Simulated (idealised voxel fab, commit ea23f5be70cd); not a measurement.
The process module that follows is named voxel local oxidation.
Cross-sectional view cut (width: 255 nm; square cell size: 5 nm).
Think of the cross-section as a grid of square cells. We describe it in bands, top to bottom, and each band covers one or more rows of those cells.
Quick guide to a band line: top height, bottom height (nm) up front; then every material left to right with its width in nm. Only one material and it's marked "all across"? Then it fills the band edge to edge. And "blank" just means empty space.
Height reference: 0 = level under which incoming wafer is all one material. Lowest band: no bottom, runs on downward, e.g. "0 nm and below".
You'd read "30 to 40" like this: the band's top row of cells is as wide as the first number, its bottom row is as wide as the second, and going down, every row changes width by the same amount as the row before did.
Key: "no modifications" - step with no changed cell in the cross-section.
Closed void list: empty space of 8 cells or more with no open way to the top, each as width x height at its distance from the left edge, in nm
Heads up: the bit after the settings on a step's line is the simulator's remark on that step.
overlay nm: on a step with a mask, how far right of its planned place the mask lay; negative means left.

Process steps - plan:
1 RECEIVE [material Si]
2 CONFORMAL_DEP [material SiO2] [thk nm 5]
3 CONFORMAL_DEP [material SiN] [thk nm 10]
4 PATTERN [tone cover] [mask id ACTIVE] [material resist] [width nm 95] [pitch nm 120] [thk nm 20] [overlay nm 0]
5 DIRECTIONAL_ETCH [etch materials SiN] [depth nm 10]
6 STRIP [etch materials resist]
7 SELECTIVE_ETCH [etch materials SiO2] [depth nm 5]
8 OXIDIZE [depth nm 10]
9 STRIP [etch materials SiN]

Of two wafers, the first: run according to plan:

This is the cross-section of the wafer as we received it, i.e. after step 1:
> 0 nm and below: Si all across
> Closed void list: none

Presented here is a cross-section of the wafer after step 2 has been performed:
> 5 nm to 0 nm: SiO2 all across
> Everything below 0 is unchanged.

Presented here is a cross-section of the wafer after step 3 has been performed:
> 15 nm to 5 nm: SiN all across
> Everything below 5 is unchanged.

Presented here is a cross-section of the wafer after step 4 has been performed:
> 35 nm to 15 nm: blank 20  resist 95  blank 25  resist 95  blank 20
> Everything below 15 is unchanged.

Presented here is a cross-section of the wafer after step 5 has been performed:
> 35 nm to 15 nm: blank 20  resist 95  blank 25  resist 95  blank 20
> 15 nm to 5 nm: blank 20  SiN 95  blank 25  SiN 95  blank 20
> Everything below 5 is unchanged.

Presented here is a cross-section of the wafer after step 6 has been performed:
> 15 nm to 5 nm: blank 20  SiN 95  blank 25  SiN 95  blank 20
> Everything below 5 is unchanged.

Presented here is a cross-section of the wafer after step 7 has been performed:
> 15 nm to 5 nm: blank 20  SiN 95  blank 25  SiN 95  blank 20
> 5 nm to 0 nm: blank 25  SiO2 85  blank 35  SiO2 85  blank 25
> Everything below 0 is unchanged.

Presented here is a cross-section of the wafer after step 8 has been performed:
> 15 nm to 5 nm: blank 20  SiN 95  blank 25  SiN 95  blank 20
> 5 nm to 0 nm: blank 25  SiO2 85  blank 35  SiO2 85  blank 25
> 0 nm to -10 nm: SiO2 35  Si 65  SiO2 55  Si 65  SiO2 35
> Everything below -10 is unchanged.

Presented here is a cross-section of the wafer after step 9 has been performed:
> 5 nm to 0 nm: blank 25  SiO2 85  blank 35  SiO2 85  blank 25
> Everything below 0 is unchanged.

Here the second wafer is described. Its start and its plan were those of the first wafer. Its run contained one mistake. Up to and including step 8, it did exactly what the first wafer did:

Planned end of step 9: second wafer, cross-section: no modifications
What was the processing mistake? step 9 was left out
Cell-count delta at end, second wafer over first, by material: +76 SiN
